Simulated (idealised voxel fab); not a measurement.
voxel self aligned contacts: a process module
The width of the displayed cross-section, cut, is 300 nm; its cells are square, with a size of 5 nm.
Throughout this document, each cross-section is represented as a grid of square cells and is presented as a sequence of bands enumerated from the top downward, where a band comprises one or more rows of cells. In this notation a band is specified by the heights of its top and bottom, in that order and in nm, after which its materials appear from left to right, each paired with its width in nm. The word "edge to edge" attached to a single material means that material fills the band from edge to edge; the word "blank" stands for empty space. Height is counted from the level 0, under which the received wafer is composed throughout of one material. The lowest of the bands is not closed at the bottom but continues downward, in the notation "top 0, no bottom". So if you see something like "30 to 40" for the width, read it as the top row of the band sitting at the first number and the bottom row at the second, with every row in between moving by the same amount as the last. Any step labelled "no alteration" changed none of the cells in the cross-section. So "Closed void register" is basically the list of trapped voids: any empty space of 8 cells or more that can't reach the top through an opening. They're written width x height at distance, the distance being from the left edge, and it's all nm. Heads up: the bit after the settings on a step's line is the simulator's remark on that step. The "overlay nm" setting may appear on a step's line; for a step that uses a mask, it gives how far to the right of its planned position the mask lay, and a negative value indicates the left.
**The process steps that were planned are listed below**
- 1: RECEIVE,material Si
- 2: CONFORMAL_DEP,material SiO2,thk nm 5
- 3: DIRECTIONAL_DEP,material polySi,thk nm 25
- 4: DIRECTIONAL_DEP,material SiN,thk nm 20
- 5: DIRECTIONAL_DEP,material aC,thk nm 10
- 6: PATTERN,tone cover,mask id GATE,material resist,width nm 25,pitch nm 55,thk nm 30,overlay nm 0
- 7: DIRECTIONAL_ETCH,etch materials aC,depth nm 10
- 8: STRIP,etch materials resist
- 9: DIRECTIONAL_ETCH,etch materials SiN,depth nm 20
- 10: DIRECTIONAL_ETCH,etch materials polySi,depth nm 25
- 11: STRIP,etch materials aC
- 12: CONFORMAL_DEP,material SiN,thk nm 5
- 13: DIRECTIONAL_ETCH,etch materials SiN,depth nm 5
- 14: FILL_DEP,material SiO2,thk nm 10
- 15: CMP,height nm 55
- 16: MASKED_ETCH,tone open,mask id CONTACT,width nm 40,pitch nm 55,etch materials SiO2,depth nm 55,overlay nm 0
- 17: CONFORMAL_DEP,material TiN,thk nm 5
- 18: FILL_DEP,material W,thk nm 5
- 19: CMP,height nm 55
- 20: CONFORMAL_DEP,material SiCN,thk nm 5
**First wafer of two (run as planned)**
**Incoming wafer, cross-sectional view, post step 1**
> top 0, no bottom = Si edge to edge
> Closed void register: none
**How the wafer stands in section after step 2**
> top 5, bottom 0 = SiO2 edge to edge
> Below 0, the layers are the same as they were.
**How the wafer stands in section after step 3**
> top 30, bottom 5 = polySi edge to edge
> Below 5, the layers are the same as they were.
**How the wafer stands in section after step 4**
> top 50, bottom 30 = SiN edge to edge
> Below 30, the layers are the same as they were.
**How the wafer stands in section after step 5**
> top 60, bottom 50 = aC edge to edge
> Below 50, the layers are the same as they were.
**How the wafer stands in section after step 6**
> top 90, bottom 60 = blank 80 nm / resist 25 nm / blank 30 nm / resist 25 nm / blank 30 nm / resist 25 nm / blank 85 nm
> Below 60, the layers are the same as they were.
**How the wafer stands in section after step 7**
> top 80, bottom 60 = blank 80 nm / resist 25 nm / blank 30 nm / resist 25 nm / blank 30 nm / resist 25 nm / blank 85 nm
> top 60, bottom 50 = blank 80 nm / aC 25 nm / blank 30 nm / aC 25 nm / blank 30 nm / aC 25 nm / blank 85 nm
> Below 50, the layers are the same as they were.
**How the wafer stands in section after step 8**
> top 60, bottom 50 = blank 80 nm / aC 25 nm / blank 30 nm / aC 25 nm / blank 30 nm / aC 25 nm / blank 85 nm
> Below 50, the layers are the same as they were.
**How the wafer stands in section after step 9**
> top 60, bottom 50 = blank 80 nm / aC 25 nm / blank 30 nm / aC 25 nm / blank 30 nm / aC 25 nm / blank 85 nm
> top 50, bottom 30 = blank 80 nm / SiN 25 nm / blank 30 nm / SiN 25 nm / blank 30 nm / SiN 25 nm / blank 85 nm
> Below 30, the layers are the same as they were.
**How the wafer stands in section after step 10**
> top 60, bottom 50 = blank 80 nm / aC 25 nm / blank 30 nm / aC 25 nm / blank 30 nm / aC 25 nm / blank 85 nm
> top 50, bottom 30 = blank 80 nm / SiN 25 nm / blank 30 nm / SiN 25 nm / blank 30 nm / SiN 25 nm / blank 85 nm
> top 30, bottom 5 = blank 80 nm / polySi 25 nm / blank 30 nm / polySi 25 nm / blank 30 nm / polySi 25 nm / blank 85 nm
> Below 5, the layers are the same as they were.
**How the wafer stands in section after step 11**
> top 50, bottom 30 = blank 80 nm / SiN 25 nm / blank 30 nm / SiN 25 nm / blank 30 nm / SiN 25 nm / blank 85 nm
> Below 30, the layers are the same as they were.
**How the wafer stands in section after step 12**
> top 55, bottom 30 = blank 75 nm / SiN 35 nm / blank 20 nm / SiN 35 nm / blank 20 nm / SiN 35 nm / blank 80 nm
> top 30, bottom 10 = blank 75 nm / SiN 5 nm / polySi 25 nm / SiN 5 nm / blank 20 nm / SiN 5 nm / polySi 25 nm / SiN 5 nm / blank 20 nm / SiN 5 nm / polySi 25 nm / SiN 5 nm / blank 80 nm
> top 10, bottom 5 = SiN 80 nm / polySi 25 nm / SiN 30 nm / polySi 25 nm / SiN 30 nm / polySi 25 nm / SiN 85 nm
> Below 5, the layers are the same as they were.
**How the wafer stands in section after step 13**
> top 50, bottom 30 = blank 75 nm / SiN 35 nm / blank 20 nm / SiN 35 nm / blank 20 nm / SiN 35 nm / blank 80 nm
> top 30, bottom 5 = blank 75 nm / SiN 5 nm / polySi 25 nm / SiN 5 nm / blank 20 nm / SiN 5 nm / polySi 25 nm / SiN 5 nm / blank 20 nm / SiN 5 nm / polySi 25 nm / SiN 5 nm / blank 80 nm
> Below 5, the layers are the same as they were.
**How the wafer stands in section after step 14**
> top 60, bottom 50 = SiO2 edge to edge
> top 50, bottom 30 = SiO2 75 nm / SiN 35 nm / SiO2 20 nm / SiN 35 nm / SiO2 20 nm / SiN 35 nm / SiO2 80 nm
> top 30, bottom 5 = SiO2 75 nm / SiN 5 nm / polySi 25 nm / SiN 5 nm / SiO2 20 nm / SiN 5 nm / polySi 25 nm / SiN 5 nm / SiO2 20 nm / SiN 5 nm / polySi 25 nm / SiN 5 nm / SiO2 80 nm
> Below 5, the layers are the same as they were.
**How the wafer stands in section after step 15**
> top 55, bottom 50 = SiO2 edge to edge
> Below 50, the layers are the same as they were.
**How the wafer stands in section after step 16**
> top 55, bottom 50 = SiO2 100 nm / blank 40 nm / SiO2 15 nm / blank 40 nm / SiO2 105 nm
> top 50, bottom 30 = SiO2 75 nm / SiN 35 nm / blank 20 nm / SiN 35 nm / blank 20 nm / SiN 35 nm / SiO2 80 nm
> top 30, bottom 5 = SiO2 75 nm / SiN 5 nm / polySi 25 nm / SiN 5 nm / blank 20 nm / SiN 5 nm / polySi 25 nm / SiN 5 nm / blank 20 nm / SiN 5 nm / polySi 25 nm / SiN 5 nm / SiO2 80 nm
> top 5, bottom 0 = SiO2 110 nm / blank 20 nm / SiO2 35 nm / blank 20 nm / SiO2 115 nm
> Below 0, the layers are the same as they were.
**How the wafer stands in section after step 17**
> top 60, bottom 55 = TiN 105 nm / blank 30 nm / TiN 25 nm / blank 30 nm / TiN 110 nm
> top 55, bottom 50 = SiO2 100 nm / TiN 15 nm / blank 10 nm / TiN 15 nm / SiO2 15 nm / TiN 15 nm / blank 10 nm / TiN 15 nm / SiO2 105 nm
> top 50, bottom 30 = SiO2 75 nm / SiN 35 nm / TiN 5 nm / blank 10 nm / TiN 5 nm / SiN 35 nm / TiN 5 nm / blank 10 nm / TiN 5 nm / SiN 35 nm / SiO2 80 nm
> top 30, bottom 5 = SiO2 75 nm / SiN 5 nm / polySi 25 nm / SiN 5 nm / TiN 5 nm / blank 10 nm / TiN 5 nm / SiN 5 nm / polySi 25 nm / SiN 5 nm / TiN 5 nm / blank 10 nm / TiN 5 nm / SiN 5 nm / polySi 25 nm / SiN 5 nm / SiO2 80 nm
> top 5, bottom 0 = SiO2 110 nm / TiN 20 nm / SiO2 35 nm / TiN 20 nm / SiO2 115 nm
> Below 0, the layers are the same as they were.
**How the wafer stands in section after step 18**
> top 65, bottom 60 = W edge to edge
> top 60, bottom 55 = TiN 105 nm / W 30 nm / TiN 25 nm / W 30 nm / TiN 110 nm
> top 55, bottom 50 = SiO2 100 nm / TiN 15 nm / W 10 nm / TiN 15 nm / SiO2 15 nm / TiN 15 nm / W 10 nm / TiN 15 nm / SiO2 105 nm
> top 50, bottom 30 = SiO2 75 nm / SiN 35 nm / TiN 5 nm / W 10 nm / TiN 5 nm / SiN 35 nm / TiN 5 nm / W 10 nm / TiN 5 nm / SiN 35 nm / SiO2 80 nm
> top 30, bottom 5 = SiO2 75 nm / SiN 5 nm / polySi 25 nm / SiN 5 nm / TiN 5 nm / W 10 nm / TiN 5 nm / SiN 5 nm / polySi 25 nm / SiN 5 nm / TiN 5 nm / W 10 nm / TiN 5 nm / SiN 5 nm / polySi 25 nm / SiN 5 nm / SiO2 80 nm
> Below 5, the layers are the same as they were.
**How the wafer stands in section after step 19**
> top 55, bottom 50 = SiO2 100 nm / TiN 15 nm / W 10 nm / TiN 15 nm / SiO2 15 nm / TiN 15 nm / W 10 nm / TiN 15 nm / SiO2 105 nm
> Below 50, the layers are the same as they were.
**How the wafer stands in section after step 20**
> top 60, bottom 55 = SiCN edge to edge
> Below 55, the layers are the same as they were.
**The second wafer: identical to the first at the outset and in its planned sequence, differing only in that one mistake was made during processing; up to and including step 4, its path is the first wafer's path**
**The second wafer cut through, at the time step 5 was supposed to be finished**
> top 60, bottom 50 = TiN edge to edge
> Below 50, the layers are the same as they were.
**The second wafer cut through, at the time step 6 was supposed to be finished**
> top 90, bottom 60 = blank 80 nm / resist 25 nm / blank 30 nm / resist 25 nm / blank 30 nm / resist 25 nm / blank 85 nm
> Below 60, the layers are the same as they were.
**The second wafer cut through, at the time step 7 was supposed to be finished**
> top 80, bottom 60 = blank 80 nm / resist 25 nm / blank 30 nm / resist 25 nm / blank 30 nm / resist 25 nm / blank 85 nm
> Below 60, the layers are the same as they were.
**The second wafer cut through, at the time step 8 was supposed to be finished**
> top 60, bottom 50 = TiN edge to edge
> Below 50, the layers are the same as they were.
The second wafer cut through, at the time step 9 was supposed to be finished: no alteration
The second wafer cut through, at the time step 10 was supposed to be finished: no alteration
The second wafer cut through, at the time step 11 was supposed to be finished: no alteration
**The second wafer cut through, at the time step 12 was supposed to be finished**
> top 65, bottom 60 = SiN edge to edge
> Below 60, the layers are the same as they were.
**The second wafer cut through, at the time step 13 was supposed to be finished**
> top 60, bottom 50 = TiN edge to edge
> Below 50, the layers are the same as they were.
**The second wafer cut through, at the time step 14 was supposed to be finished**
> top 70, bottom 60 = SiO2 edge to edge
> Below 60, the layers are the same as they were.
**The second wafer cut through, at the time step 15 was supposed to be finished**
> top 55, bottom 50 = TiN edge to edge
> Below 50, the layers are the same as they were.
The second wafer cut through, at the time step 16 was supposed to be finished: no alteration
**The second wafer cut through, at the time step 17 was supposed to be finished**
> top 60, bottom 50 = TiN edge to edge
> Below 50, the layers are the same as they were.
**The second wafer cut through, at the time step 18 was supposed to be finished**
> top 65, bottom 60 = W edge to edge
> Below 60, the layers are the same as they were.
**The second wafer cut through, at the time step 19 was supposed to be finished**
> top 55, bottom 50 = TiN edge to edge
> Below 50, the layers are the same as they were.
**The second wafer cut through, at the time step 20 was supposed to be finished**
> top 60, bottom 55 = SiCN edge to edge
> Below 55, the layers are the same as they were.
What went wrong in running the wafer? for step 5, the planned setting was not used; the step was instead run as DIRECTIONAL_DEP,material TiN,thk nm 10
Final cells, second wafer relative to first, materials higher or lower: SiN: 126 more | SiO2: 315 fewer | TiN: 4 more | W: 40 fewer | polySi: 225 more
